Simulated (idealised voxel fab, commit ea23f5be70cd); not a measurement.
process module | voxel wiring stack
cross-section cut | 255 nm wide | cells 5 nm
A cross-section is a grid of square cells, given in bands from the top down. A band is one or more rows of cells.
Each band's line starts with the height of the band's top and of its bottom, in nm. Then come its materials from left to right, each with its width in nm. One material with "throughout" fills the band from edge to edge. "air" is empty space.
Height 0 is the level under which the wafer as received is all one material. The lowest band goes on downwards, as in "0 down".
A width such as "30 to 40" changes by the same amount from each row of cells to the next, from the band's top row to its bottom row.
"no change" after a step means that no cell of the cross-section changed.
closed voids: empty space of 8 cells or more with no open way to the top, each as width x height at its distance from the left edge, in nm
after a step's settings: what the simulator itself notes on the step
overlay nm, on a step with a mask: how far to the right of its planned place the mask lay; to the left if negative
plan
1 op RECEIVE | material Si
2 op CONFORMAL_DEP | material SiO2 | thk nm 15
3 op DIRECTIONAL_DEP | material TiN | thk nm 5
4 op DIRECTIONAL_DEP | material Ru | thk nm 25
5 op MASKED_ETCH | tone cover | mask id METAL_1 | width nm 25 | pitch nm 40 | etch materials Ru | depth nm 25 | overlay nm 0
6 op MASKED_ETCH | tone cover | mask id METAL_1 | width nm 25 | pitch nm 40 | etch materials TiN | depth nm 5 | overlay nm 0
7 op FILL_DEP | material SiO2 | thk nm 10
8 op CMP | height nm 45
9 op CONFORMAL_DEP | material SiCN | thk nm 5
10 op DIRECTIONAL_DEP | material lowk | thk nm 15
11 op PATTERN | tone open | mask id PLUG_1 | material resist | width nm 15 | pitch nm 40 | thk nm 15 | overlay nm 0
12 op DIRECTIONAL_ETCH | etch materials lowk | depth nm 15
13 op DIRECTIONAL_ETCH | etch materials SiCN | depth nm 5
14 op STRIP | etch materials resist
15 op EPI | material Ru | thk nm 10
16 op EPI | material Ru | thk nm 10
17 op DIRECTIONAL_DEP | material TiN | thk nm 5
18 op DIRECTIONAL_DEP | material Ru | thk nm 20
19 op PATTERN | tone cover | mask id METAL_2 | material resist | width nm 25 | pitch nm 40 | thk nm 20 | overlay nm 0
20 op DIRECTIONAL_ETCH | etch materials Ru | depth nm 20
21 op DIRECTIONAL_ETCH | etch materials TiN | depth nm 5
22 op STRIP | etch materials resist
23 op FILL_DEP | material lowk | thk nm 10
24 op CMP | height nm 90
25 op CONFORMAL_DEP | material SiN | thk nm 5
first wafer, as planned
as received, after step 1
  0 down: Si throughout
  closed voids: none
after step 2
  15 to 0: SiO2 throughout
  below 0: unchanged
after step 3
  20 to 15: TiN throughout
  below 15: unchanged
after step 4
  45 to 20: Ru throughout
  below 20: unchanged
after step 5
  45 to 20: air 95 | Ru 25 | air 15 | Ru 25 | air 95
  below 20: unchanged
after step 6
  45 to 20: air 95 | Ru 25 | air 15 | Ru 25 | air 95
  20 to 15: air 95 | TiN 25 | air 15 | TiN 25 | air 95
  below 15: unchanged
after step 7
  55 to 45: SiO2 throughout
  45 to 20: SiO2 95 | Ru 25 | SiO2 15 | Ru 25 | SiO2 95
  20 to 15: SiO2 95 | TiN 25 | SiO2 15 | TiN 25 | SiO2 95
  below 15: unchanged
after step 8
  45 to 20: SiO2 95 | Ru 25 | SiO2 15 | Ru 25 | SiO2 95
  below 20: unchanged
after step 9
  50 to 45: SiCN throughout
  below 45: unchanged
after step 10
  65 to 50: lowk throughout
  below 50: unchanged
after step 11
  80 to 65: resist 95 | air 15 | resist 25 | air 15 | resist 105
  below 65: unchanged
after step 12
  80 to 65: resist 95 | air 15 | resist 25 | air 15 | resist 105
  65 to 50: lowk 95 | air 15 | lowk 25 | air 15 | lowk 105
  below 50: unchanged
after step 13
  80 to 65: resist 95 | air 15 | resist 25 | air 15 | resist 105
  65 to 50: lowk 95 | air 15 | lowk 25 | air 15 | lowk 105
  50 to 45: SiCN 95 | air 15 | SiCN 25 | air 15 | SiCN 105
  below 45: unchanged
after step 14
  65 to 50: lowk 95 | air 15 | lowk 25 | air 15 | lowk 105
  below 50: unchanged
after step 15
  65 to 55: lowk 95 | air 15 | lowk 25 | air 15 | lowk 105
  55 to 50: lowk 95 | Ru 15 | lowk 25 | Ru 15 | lowk 105
  50 to 45: SiCN 95 | Ru 15 | SiCN 25 | Ru 15 | SiCN 105
  below 45: unchanged
after step 16
  65 to 50: lowk 95 | Ru 15 | lowk 25 | Ru 15 | lowk 105
  below 50: unchanged
after step 17
  70 to 65: TiN throughout
  below 65: unchanged
after step 18
  90 to 70: Ru throughout
  below 70: unchanged
after step 19
  110 to 90: air 95 | resist 25 | air 15 | resist 25 | air 95
  below 90: unchanged
after step 20
  110 to 90: air 95 | resist 25 | air 15 | resist 25 | air 95
  90 to 70: air 95 | Ru 25 | air 15 | Ru 25 | air 95
  below 70: unchanged
after step 21
  110 to 90: air 95 | resist 25 | air 15 | resist 25 | air 95
  90 to 70: air 95 | Ru 25 | air 15 | Ru 25 | air 95
  70 to 65: air 95 | TiN 25 | air 15 | TiN 25 | air 95
  below 65: unchanged
after step 22
  90 to 70: air 95 | Ru 25 | air 15 | Ru 25 | air 95
  below 70: unchanged
after step 23
  100 to 90: lowk throughout
  90 to 70: lowk 95 | Ru 25 | lowk 15 | Ru 25 | lowk 95
  70 to 65: lowk 95 | TiN 25 | lowk 15 | TiN 25 | lowk 95
  below 65: unchanged
after step 24
  90 to 70: lowk 95 | Ru 25 | lowk 15 | Ru 25 | lowk 95
  below 70: unchanged
after step 25
  95 to 90: SiN throughout
  below 90: unchanged
second wafer: like start, like plan, one mistake. Through step 15 it matches the first wafer
when step 16 should have ended
  70 to 65: TiN 95 | air 15 | TiN 25 | air 15 | TiN 105
  65 to 60: lowk 95 | air 15 | lowk 25 | air 15 | lowk 105
  60 to 55: lowk 95 | TiN 15 | lowk 25 | TiN 15 | lowk 105
  below 55: unchanged
when step 17 should have ended
  80 to 70: Ru throughout
  70 to 65: TiN 95 | Ru 15 | TiN 25 | Ru 15 | TiN 105
  65 to 60: lowk 95 | Ru 15 | lowk 25 | Ru 15 | lowk 105
  below 60: unchanged
when step 18 should have ended
  100 to 70: Ru throughout
  below 70: unchanged
when step 19 should have ended
  120 to 100: air 95 | resist 25 | air 15 | resist 25 | air 95
  below 100: unchanged
when step 20 should have ended
  120 to 100: air 95 | resist 25 | air 15 | resist 25 | air 95
  100 to 80: air 95 | Ru 25 | air 15 | Ru 25 | air 95
  below 80: unchanged
when step 21 should have ended: no change
when step 22 should have ended
  100 to 80: air 95 | Ru 25 | air 15 | Ru 25 | air 95
  below 80: unchanged
when step 23 should have ended
  110 to 100: lowk throughout
  100 to 80: lowk 95 | Ru 25 | lowk 15 | Ru 25 | lowk 95
  below 80: unchanged
when step 24 should have ended
  90 to 80: lowk 95 | Ru 25 | lowk 15 | Ru 25 | lowk 95
  below 80: unchanged
when step 25 should have ended
  95 to 90: SiN throughout
  below 90: unchanged
what went wrong: steps 16 and 17 were swapped
at the end the second wafer has, in cells: 82 more of Ru | 41 more of TiN | 123 fewer of lowk
